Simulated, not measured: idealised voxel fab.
voxel wiring stack: a process module
Shown is cross-section cut, with a width of 165 nm and square cells of size 5 nm.
In what follows, cross-sections appear as grids of square cells, described through bands that run from the top down, where every band is one or more rows of cells.
Each band's line starts with the height of the band's top and of its bottom, in nm. Then come its materials from left to right, each with its width in nm. One material with "edge to edge" fills the band from edge to edge. "blank" is empty space.
All heights in this document are referenced to 0, defined as the level beneath which the wafer, as received, consists entirely of one material. The lowest band is not bounded below; it extends indefinitely downward and is written in the form "from 0 down".
Width: "30..40" (first number = top row, second number = bottom row, same change from row to row of cells).
Basically "nothing changed" means that step didn't change any cell in the cross-section.
Voids not open to the top, 8 cells minimum: see "Fully sealed voids". Written width x height at distance; distance is from the left edge; nm.
Heads up: the bit after the settings on a step's line is the simulator's remark on that step.
The line of a step may include "overlay nm". On a step with a mask, this value is how far to the right of its planned place the mask lay. A negative value means the mask lay to the left.

THIS SECTION LISTS THE PROCESS STEPS THAT WERE PLANNED
1,RECEIVE [material Si]
2,CONFORMAL_DEP [material SiO2] [thk nm 15]
3,DIRECTIONAL_DEP [material TiN] [thk nm 5]
4,DIRECTIONAL_DEP [material W] [thk nm 20]
5,DIRECTIONAL_DEP [material aC] [thk nm 10]
6,PATTERN [tone cover] [mask id METAL_1] [material resist] [width nm 30] [pitch nm 45] [thk nm 30] [overlay nm 0]
7,DIRECTIONAL_ETCH [etch materials aC] [depth nm 10]
8,STRIP [etch materials resist]
9,DIRECTIONAL_ETCH [etch materials W] [depth nm 20]
10,DIRECTIONAL_ETCH [etch materials TiN] [depth nm 5]
11,STRIP [etch materials aC]
12,CONFORMAL_DEP [material SiN] [thk nm 5]
13,FILL_DEP [material lowk] [thk nm 5]
14,CMP [height nm 40]
15,CONFORMAL_DEP [material SiCN] [thk nm 5]
16,DIRECTIONAL_DEP [material SiO2] [thk nm 20]
17,DIRECTIONAL_DEP [material aC] [thk nm 10]
18,PATTERN [tone open] [mask id PLUG_1] [material resist] [width nm 15] [pitch nm 90] [thk nm 25] [overlay nm 0]
19,DIRECTIONAL_ETCH [etch materials aC] [depth nm 10]
20,STRIP [etch materials resist]
21,DIRECTIONAL_ETCH [etch materials SiO2] [depth nm 20]
22,DIRECTIONAL_ETCH [etch materials SiCN] [depth nm 5]
23,STRIP [etch materials aC]
24,EPI [material Ru] [thk nm 10]
25,EPI [material Ru] [thk nm 10]
26,EPI [material Ru] [thk nm 5]
27,DIRECTIONAL_DEP [material TiN] [thk nm 5]
28,DIRECTIONAL_DEP [material W] [thk nm 25]
29,DIRECTIONAL_DEP [material aC] [thk nm 10]
30,PATTERN [tone cover] [mask id METAL_2] [material resist] [width nm 30] [pitch nm 45] [thk nm 30] [overlay nm 0]
31,DIRECTIONAL_ETCH [etch materials aC] [depth nm 10]
32,STRIP [etch materials resist]
33,DIRECTIONAL_ETCH [etch materials W] [depth nm 25]
34,DIRECTIONAL_ETCH [etch materials TiN] [depth nm 5]
35,STRIP [etch materials aC]
36,CONFORMAL_DEP [material SiN] [thk nm 5]
37,FILL_DEP [material lowk] [thk nm 5]
38,CMP [height nm 95]
39,CONFORMAL_DEP [material SiCN] [thk nm 5]
40,DIRECTIONAL_DEP [material lowk] [thk nm 10]
41,MASKED_ETCH [tone open] [mask id PLUG_2] [width nm 15] [pitch nm 90] [etch materials lowk] [depth nm 10] [overlay nm 0]
42,MASKED_ETCH [tone open] [mask id PLUG_2] [width nm 15] [pitch nm 90] [etch materials SiCN] [depth nm 5] [overlay nm 0]
43,EPI [material Ru] [thk nm 10]
44,EPI [material Ru] [thk nm 5]
45,DIRECTIONAL_DEP [material TiN] [thk nm 5]
46,DIRECTIONAL_DEP [material W] [thk nm 15]
47,MASKED_ETCH [tone cover] [mask id METAL_3] [width nm 30] [pitch nm 45] [etch materials W] [depth nm 15] [overlay nm 0]
48,MASKED_ETCH [tone cover] [mask id METAL_3] [width nm 30] [pitch nm 45] [etch materials TiN] [depth nm 5] [overlay nm 0]
49,FILL_DEP [material SiO2] [thk nm 10]
50,CMP [height nm 130]
51,CONFORMAL_DEP [material SiCN] [thk nm 5]
52,DIRECTIONAL_DEP [material lowk] [thk nm 10]
53,PATTERN [tone open] [mask id PLUG_3] [material resist] [width nm 15] [pitch nm 45] [thk nm 20] [overlay nm 0]
54,DIRECTIONAL_ETCH [etch materials lowk] [depth nm 10]
55,DIRECTIONAL_ETCH [etch materials SiCN] [depth nm 5]
56,STRIP [etch materials resist]
57,CONFORMAL_DEP [material TiN] [thk nm 5]
58,FILL_DEP [material Cu] [thk nm 5]
59,CMP [height nm 145]
60,DIRECTIONAL_DEP [material TiN] [thk nm 5]
61,DIRECTIONAL_DEP [material W] [thk nm 20]
62,MASKED_ETCH [tone cover] [mask id METAL_4] [width nm 30] [pitch nm 45] [etch materials W] [depth nm 20] [overlay nm 0]
63,MASKED_ETCH [tone cover] [mask id METAL_4] [width nm 30] [pitch nm 45] [etch materials TiN] [depth nm 5] [overlay nm 0]
64,CONFORMAL_DEP [material SiCN] [thk nm 5]
65,FILL_DEP [material SiO2] [thk nm 10]
66,CMP [height nm 170]
67,CONFORMAL_DEP [material SiCN] [thk nm 5]

INCOMING WAFER IN CROSS-SECTION (STATE: AFTER STEP 1)
	from 0 down  Si edge to edge
	Fully sealed voids: none

LOOKING AT THE FIRST OF TWO WAFERS IN CROSS-SECTION AT END OF MODULE - RAN TO PLAN
	from 175 to 170  SiCN edge to edge
	from 170 to 150  15 of SiO2; 5 of SiCN; 30 of W; 5 of SiCN; 5 of SiO2; 5 of SiCN; 30 of W; 5 of SiCN; 5 of SiO2; 5 of SiCN; 30 of W; 5 of SiCN; 20 of SiO2
	from 150 to 145  20 of SiCN; 30 of TiN; 15 of SiCN; 30 of TiN; 15 of SiCN; 30 of TiN; 25 of SiCN
	from 145 to 135  20 of lowk; 5 of TiN; 5 of Cu; 5 of TiN; 30 of lowk; 5 of TiN; 5 of Cu; 5 of TiN; 30 of lowk; 5 of TiN; 5 of Cu; 5 of TiN; 40 of lowk
	from 135 to 130  20 of SiCN; 15 of TiN; 30 of SiCN; 15 of TiN; 30 of SiCN; 15 of TiN; 40 of SiCN
	from 130 to 115  20 of SiO2; 30 of W; 15 of SiO2; 30 of W; 15 of SiO2; 30 of W; 25 of SiO2
	from 115 to 110  20 of SiO2; 30 of TiN; 15 of SiO2; 30 of TiN; 15 of SiO2; 30 of TiN; 25 of SiO2
	from 110 to 100  20 of lowk; 15 of Ru; 75 of lowk; 15 of Ru; 40 of lowk
	from 100 to 95  20 of SiCN; 15 of Ru; 75 of SiCN; 15 of Ru; 40 of SiCN
	from 95 to 70  15 of lowk; 5 of SiN; 30 of W; 5 of SiN; 5 of lowk; 5 of SiN; 30 of W; 5 of SiN; 5 of lowk; 5 of SiN; 30 of W; 5 of SiN; 20 of lowk
	from 70 to 65  20 of SiN; 30 of TiN; 15 of SiN; 30 of TiN; 15 of SiN; 30 of TiN; 25 of SiN
	from 65 to 45  20 of SiO2; 15 of Ru; 75 of SiO2; 15 of Ru; 40 of SiO2
	from 45 to 40  20 of SiCN; 15 of Ru; 75 of SiCN; 15 of Ru; 40 of SiCN
	from 40 to 20  15 of lowk; 5 of SiN; 30 of W; 5 of SiN; 5 of lowk; 5 of SiN; 30 of W; 5 of SiN; 5 of lowk; 5 of SiN; 30 of W; 5 of SiN; 20 of lowk
	from 20 to 15  20 of SiN; 30 of TiN; 15 of SiN; 30 of TiN; 15 of SiN; 30 of TiN; 25 of SiN
	from 15 to 0  SiO2 edge to edge
	from 0 down  Si edge to edge
	Fully sealed voids: none

MODULE END: CROSS-SECTION OF WAFER TWO OF TWO. SAME START AND PROCESS PLAN AS THE FIRST WAFER. ONE MISTAKE DURING EXECUTION
	from 175 to 170  SiCN edge to edge
	from 170 to 150  15 of SiO2; 5 of SiCN; 30 of W; 5 of SiCN; 5 of SiO2; 5 of SiCN; 30 of W; 5 of SiCN; 5 of SiO2; 5 of SiCN; 30 of W; 5 of SiCN; 20 of SiO2
	from 150 to 145  20 of SiCN; 30 of TiN; 15 of SiCN; 30 of TiN; 15 of SiCN; 30 of TiN; 25 of SiCN
	from 145 to 135  20 of lowk; 5 of TiN; 5 of Cu; 5 of TiN; 30 of lowk; 5 of TiN; 5 of Cu; 5 of TiN; 30 of lowk; 5 of TiN; 5 of Cu; 5 of TiN; 40 of lowk
	from 135 to 130  20 of SiCN; 15 of TiN; 30 of SiCN; 15 of TiN; 30 of SiCN; 15 of TiN; 40 of SiCN
	from 130 to 115  20 of SiO2; 30 of W; 15 of SiO2; 30 of W; 15 of SiO2; 30 of W; 25 of SiO2
	from 115 to 110  20 of SiO2; 30 of TiN; 15 of SiO2; 30 of TiN; 15 of SiO2; 30 of TiN; 25 of SiO2
	from 110 to 100  20 of lowk; 15 of Ru; 75 of lowk; 15 of Ru; 40 of lowk
	from 100 to 95  20 of SiCN; 15 of Ru; 75 of SiCN; 15 of Ru; 40 of SiCN
	from 95 to 70  20 of lowk; 5 of SiN; 20 of W; 5 of SiN; 15 of lowk; 5 of SiN; 20 of W; 5 of SiN; 15 of lowk; 5 of SiN; 20 of W; 5 of SiN; 25 of lowk
	from 70 to 65  25 of SiN; 20 of TiN; 25 of SiN; 20 of TiN; 25 of SiN; 20 of TiN; 30 of SiN
	from 65 to 45  20 of SiO2; 15 of Ru; 75 of SiO2; 15 of Ru; 40 of SiO2
	from 45 to 40  20 of SiCN; 15 of Ru; 75 of SiCN; 15 of Ru; 40 of SiCN
	from 40 to 20  15 of lowk; 5 of SiN; 30 of W; 5 of SiN; 5 of lowk; 5 of SiN; 30 of W; 5 of SiN; 5 of lowk; 5 of SiN; 30 of W; 5 of SiN; 20 of lowk
	from 20 to 15  20 of SiN; 30 of TiN; 15 of SiN; 30 of TiN; 15 of SiN; 30 of TiN; 25 of SiN
	from 15 to 0  SiO2 edge to edge
	from 0 down  Si edge to edge
	Fully sealed voids: none
Finding, execution versus plan: step 30 off recipe, ran as PATTERN [tone cover] [mask id METAL_2] [material resist] [width nm 20] [pitch nm 45] [thk nm 30] [overlay nm 0]
Materials where the second wafer ends with more or fewer cells than the first: SiN +6, TiN -6, W -30, lowk +30
